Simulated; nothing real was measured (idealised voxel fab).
process module | voxel trench capacitor
cross-section cut | 260 nm wide | cells 5 nm
A cross-section is a grid of square cells, given in bands from the top down. A band is one or more rows of cells.
Each band's line starts with the height of the band's top and of its bottom, in nm. Then come its materials from left to right, each with its width in nm. One material with "throughout" fills the band from edge to edge. "air" is empty space.
Height 0 is the level under which the wafer as received is all one material. The lowest band goes on downwards, as in "0 down".
A width such as "30 to 40" changes by the same amount from each row of cells to the next, from the band's top row to its bottom row.
"no change" after a step means that no cell of the cross-section changed.
closed voids: empty space of 8 cells or more with no open way to the top, each as width x height at its distance from the left edge, in nm
after a step's settings: what the simulator itself notes on the step
overlay nm, on a step with a mask: how far to the right of its planned place the mask lay; to the left if negative
plan
1 op RECEIVE | material Si
2 op CONFORMAL_DEP | material SiN | thk nm 5
3 op PATTERN | tone open | mask id TRENCH | material resist | width nm 15 | pitch nm 30 | thk nm 20 | overlay nm 0
4 op DIRECTIONAL_ETCH | etch materials SiN | depth nm 5
5 op DIRECTIONAL_ETCH | etch materials Si | depth nm 35
6 op STRIP | etch materials resist
7 op CONFORMAL_DEP | material SiO2 | thk nm 5
8 op FILL_DEP | material polySi | thk nm 5
9 op CMP | height nm 5
first wafer, as planned
as received, after step 1
  0 down: Si throughout
  closed voids: none
after step 2
  5 to 0: SiN throughout
  below 0: unchanged
after step 3
  25 to 5: resist 90 | air 15 | resist 15 | air 15 | resist 15 | air 15 | resist 95
  below 5: unchanged
after step 4
  25 to 5: resist 90 | air 15 | resist 15 | air 15 | resist 15 | air 15 | resist 95
  5 to 0: SiN 90 | air 15 | SiN 15 | air 15 | SiN 15 | air 15 | SiN 95
  below 0: unchanged
after step 5
  25 to 5: resist 90 | air 15 | resist 15 | air 15 | resist 15 | air 15 | resist 95
  5 to 0: SiN 90 | air 15 | SiN 15 | air 15 | SiN 15 | air 15 | SiN 95
  0 to -35: Si 90 | air 15 | Si 15 | air 15 | Si 15 | air 15 | Si 95
  below -35: unchanged
after step 6
  5 to 0: SiN 90 | air 15 | SiN 15 | air 15 | SiN 15 | air 15 | SiN 95
  below 0: unchanged
after step 7
  10 to 5: SiO2 95 | air 5 | SiO2 25 | air 5 | SiO2 25 | air 5 | SiO2 100
  5 to 0: SiN 90 | SiO2 5 | air 5 | SiO2 5 | SiN 15 | SiO2 5 | air 5 | SiO2 5 | SiN 15 | SiO2 5 | air 5 | SiO2 5 | SiN 95
  0 to -30: Si 90 | SiO2 5 | air 5 | SiO2 5 | Si 15 | SiO2 5 | air 5 | SiO2 5 | Si 15 | SiO2 5 | air 5 | SiO2 5 | Si 95
  -30 to -35: Si 90 | SiO2 15 | Si 15 | SiO2 15 | Si 15 | SiO2 15 | Si 95
  below -35: unchanged
after step 8
  15 to 10: polySi throughout
  10 to 5: SiO2 95 | polySi 5 | SiO2 25 | polySi 5 | SiO2 25 | polySi 5 | SiO2 100
  5 to 0: SiN 90 | SiO2 5 | polySi 5 | SiO2 5 | SiN 15 | SiO2 5 | polySi 5 | SiO2 5 | SiN 15 | SiO2 5 | polySi 5 | SiO2 5 | SiN 95
  0 to -30: Si 90 | SiO2 5 | polySi 5 | SiO2 5 | Si 15 | SiO2 5 | polySi 5 | SiO2 5 | Si 15 | SiO2 5 | polySi 5 | SiO2 5 | Si 95
  below -30: unchanged
after step 9
  5 to 0: SiN 90 | SiO2 5 | polySi 5 | SiO2 5 | SiN 15 | SiO2 5 | polySi 5 | SiO2 5 | SiN 15 | SiO2 5 | polySi 5 | SiO2 5 | SiN 95
  below 0: unchanged
second wafer: like start, like plan, one mistake. Through step 5 it matches the first wafer
when step 6 should have ended
  5 to 0: SiN 90 | air 15 | SiN 15 | air 15 | SiN 15 | air 15 | SiN 95
  below 0: unchanged
when step 7 should have ended
  10 to 5: SiO2 95 | air 5 | SiO2 25 | air 5 | SiO2 25 | air 5 | SiO2 100
  5 to 0: SiN 90 | SiO2 5 | air 5 | SiO2 5 | SiN 15 | SiO2 5 | air 5 | SiO2 5 | SiN 15 | SiO2 5 | air 5 | SiO2 5 | SiN 95
  0 to -30: Si 90 | SiO2 5 | air 5 | SiO2 5 | Si 15 | SiO2 5 | air 5 | SiO2 5 | Si 15 | SiO2 5 | air 5 | SiO2 5 | Si 95
  -30 to -35: Si 90 | SiO2 15 | Si 15 | SiO2 15 | Si 15 | SiO2 15 | Si 95
  below -35: unchanged
when step 8 should have ended
  15 to 10: polySi throughout
  10 to 5: SiO2 95 | polySi 5 | SiO2 25 | polySi 5 | SiO2 25 | polySi 5 | SiO2 100
  5 to 0: SiN 90 | SiO2 5 | polySi 5 | SiO2 5 | SiN 15 | SiO2 5 | polySi 5 | SiO2 5 | SiN 15 | SiO2 5 | polySi 5 | SiO2 5 | SiN 95
  0 to -30: Si 90 | SiO2 5 | polySi 5 | SiO2 5 | Si 15 | SiO2 5 | polySi 5 | SiO2 5 | Si 15 | SiO2 5 | polySi 5 | SiO2 5 | Si 95
  below -30: unchanged
when step 9 should have ended
  5 to 0: SiN 90 | SiO2 5 | polySi 5 | SiO2 5 | SiN 15 | SiO2 5 | polySi 5 | SiO2 5 | SiN 15 | SiO2 5 | polySi 5 | SiO2 5 | SiN 95
  below 0: unchanged
what went wrong: step 6 was run twice
at the end the two cross-sections are the same: no effect in what this model computes
